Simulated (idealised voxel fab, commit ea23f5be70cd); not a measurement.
A process module follows: voxel self aligned contacts.
Xsec cut, 170 nm wide, square cell size 5 nm.
This document writes a cross-section as a grid whose cells are square, and gives it as bands, listed from the top down; one or more rows of cells form a band. Top, bottom (nm), then materials left to right with widths (nm); lone material tagged "throughout" fills the whole band edge to edge; "empty" = empty space. The level at which height equals 0 is the one under which the wafer, as it arrives, is entirely one material. No lower edge exists for the bottom band, which continues downward and is notated as in "0 nm and below". A width such as "30..40" changes by the same amount from each row of cells to the next, from the band's top row to its bottom row. Step marked "remained unchanged"? Then no cell in the cross-section changed in it. Look at "Completely enclosed voids" for the closed voids: empty spaces with no open path to the top, sized 8 cells or up. Each is width x height at distance, distance from the left edge, all nm. Heads up: the bit after the settings on a step's line is the simulator's remark on that step. overlay nm: mask offset rightward from planned place, masked step; negative means leftward offset.

## Process steps (planned)
1: RECEIVE with material Si
2: OXIDIZE with depth nm 5
3: DIRECTIONAL_DEP with material polySi, thk nm 20
4: DIRECTIONAL_DEP with material SiN, thk nm 25
5: DIRECTIONAL_DEP with material aC, thk nm 15
6: PATTERN with tone cover, mask id GATE, material resist, width nm 35, pitch nm 70, thk nm 30, overlay nm -15
7: DIRECTIONAL_ETCH with etch materials aC, depth nm 15
8: STRIP with etch materials resist
9: DIRECTIONAL_ETCH with etch materials SiN, depth nm 25
10: DIRECTIONAL_ETCH with etch materials polySi, depth nm 20
11: STRIP with etch materials aC
12: CONFORMAL_DEP with material SiN, thk nm 10
13: DIRECTIONAL_ETCH with etch materials SiN, depth nm 10
14: FILL_DEP with material SiO2, thk nm 15
15: CMP with height nm 50
16: PATTERN with tone open, mask id CONTACT, material resist, width nm 55, thk nm 20, overlay nm 0
17: DIRECTIONAL_ETCH with etch materials SiO2, depth nm 55
18: STRIP with etch materials resist
19: CONFORMAL_DEP with material TiN, thk nm 5
20: FILL_DEP with material Ru, thk nm 5
21: CMP with height nm 50
22: CONFORMAL_DEP with material SiCN, thk nm 5
It is noted that the wafers described herein are identical at the outset and are distinguished by the overlay nm of step 6; the value stated in the plan corresponds to the first wafer.

## Cross-section of the first of several wafers as received (after step 1)
    0 nm and below: Si throughout
    Completely enclosed voids: none

## Rows = wafers. At module end, each row lists per material the cells gained (+) or lost (-) since the wafer was received, then the closed voids
overlay nm -15, +10 Ru, -34 Si, +34 SiCN, +142 SiN, +135 SiO2, +31 TiN, +56 polySi, Completely enclosed voids: none
overlay nm -10, +10 Ru, -34 Si, +34 SiCN, +142 SiN, +135 SiO2, +31 TiN, +56 polySi, Completely enclosed voids: none
overlay nm -5, +10 Ru, -34 Si, +34 SiCN, +142 SiN, +135 SiO2, +31 TiN, +56 polySi, Completely enclosed voids: none
overlay nm 0, +10 Ru, -34 Si, +34 SiCN, +142 SiN, +135 SiO2, +31 TiN, +56 polySi, Completely enclosed voids: none
overlay nm 5, +10 Ru, -34 Si, +34 SiCN, +142 SiN, +135 SiO2, +31 TiN, +56 polySi, Completely enclosed voids: none
overlay nm 10, +10 Ru, -34 Si, +34 SiCN, +142 SiN, +135 SiO2, +31 TiN, +56 polySi, Completely enclosed voids: none
overlay nm 15, +10 Ru, -34 Si, +34 SiCN, +142 SiN, +135 SiO2, +31 TiN, +56 polySi, Completely enclosed voids: none
